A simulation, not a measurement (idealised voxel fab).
voxel lift off: a process module
In the cross-section labelled cut, the width is 195 nm and each square cell is 5 nm.
For the purposes of this document, a cross-section shall be understood as a grid of square cells, specified as bands listed in top-to-bottom order, each band consisting of one or more rows of cells.
Top, bottom (nm), then materials left to right with widths (nm); lone material tagged "everywhere" fills the whole band edge to edge; "air" = empty space.
For the purposes of this specification, 0 denotes the height below which the wafer in its as-received condition is composed wholly of one material, and the lowermost band, lacking a lower limit, extends downward without end, as expressed in "0 and below".
So if you see something like "30..40" for the width, read it as the top row of the band sitting at the first number and the bottom row at the second, with every row in between moving by the same amount as the last.
Any step labelled "remained the same" changed none of the cells in the cross-section.
Any empty space of 8 cells or more lacking an open way to the top shows up in "Enclosed void listing" as width x height at distance, distance from the left edge, in nm.
It should be noted that, on the line of a given step, the content following the step's settings is a remark produced by the simulator itself with respect to that step.
You can add "overlay nm" to a step's line. For a step with a mask, it describes how far the mask lay to the right of its planned position, and a negative number describes a lay to the left.
The process steps that were planned are listed below:
step 1: RECEIVE [material Si]
step 2: CONFORMAL_DEP [material SiN] [thk nm 10]
step 3: PATTERN [tone open] [mask id LINES] [material resist] [width nm 15] [pitch nm 45] [thk nm 20] [overlay nm 0]
step 4: DIRECTIONAL_DEP [material Ru] [thk nm 5]
step 5: STRIP [etch materials resist]
step 6: CONFORMAL_DEP [material SiCN] [thk nm 5]
Here's what the wafer looked like in cross-section when it arrived - that's after step 1:
    0 and below | Si everywhere
    Enclosed void listing: none
Cross-section taken at module completion on the first of two wafers; processed per the plan:
    20 down to 15 | air 15 nm / SiCN 25 nm / air 20 nm / SiCN 25 nm / air 20 nm / SiCN 25 nm / air 20 nm / SiCN 25 nm / air 20 nm
    15 down to 10 | SiCN 20 nm / Ru 15 nm / SiCN 30 nm / Ru 15 nm / SiCN 30 nm / Ru 15 nm / SiCN 30 nm / Ru 15 nm / SiCN 25 nm
    10 down to 0 | SiN everywhere
    0 and below | Si everywhere
    Enclosed void listing: none
Here is the second of the two wafers cut open at the end of the module - same start, same plan as the first one, but we made one mistake running it:
    20 down to 15 | air 15 nm / SiCN 25 nm / air 20 nm / SiCN 25 nm / air 20 nm / SiCN 25 nm / air 20 nm / SiCN 25 nm / air 20 nm
    15 down to 10 | SiCN 20 nm / SiN 15 nm / SiCN 30 nm / SiN 15 nm / SiCN 30 nm / SiN 15 nm / SiCN 30 nm / SiN 15 nm / SiCN 25 nm
    10 down to 0 | SiN everywhere
    0 and below | Si everywhere
    Enclosed void listing: none
Short version of what went wrong: step 4 ran as: DIRECTIONAL_DEP [material SiN] [thk nm 5]
Materials where the second wafer ends with more or fewer cells than the first: Ru -12; SiN +12
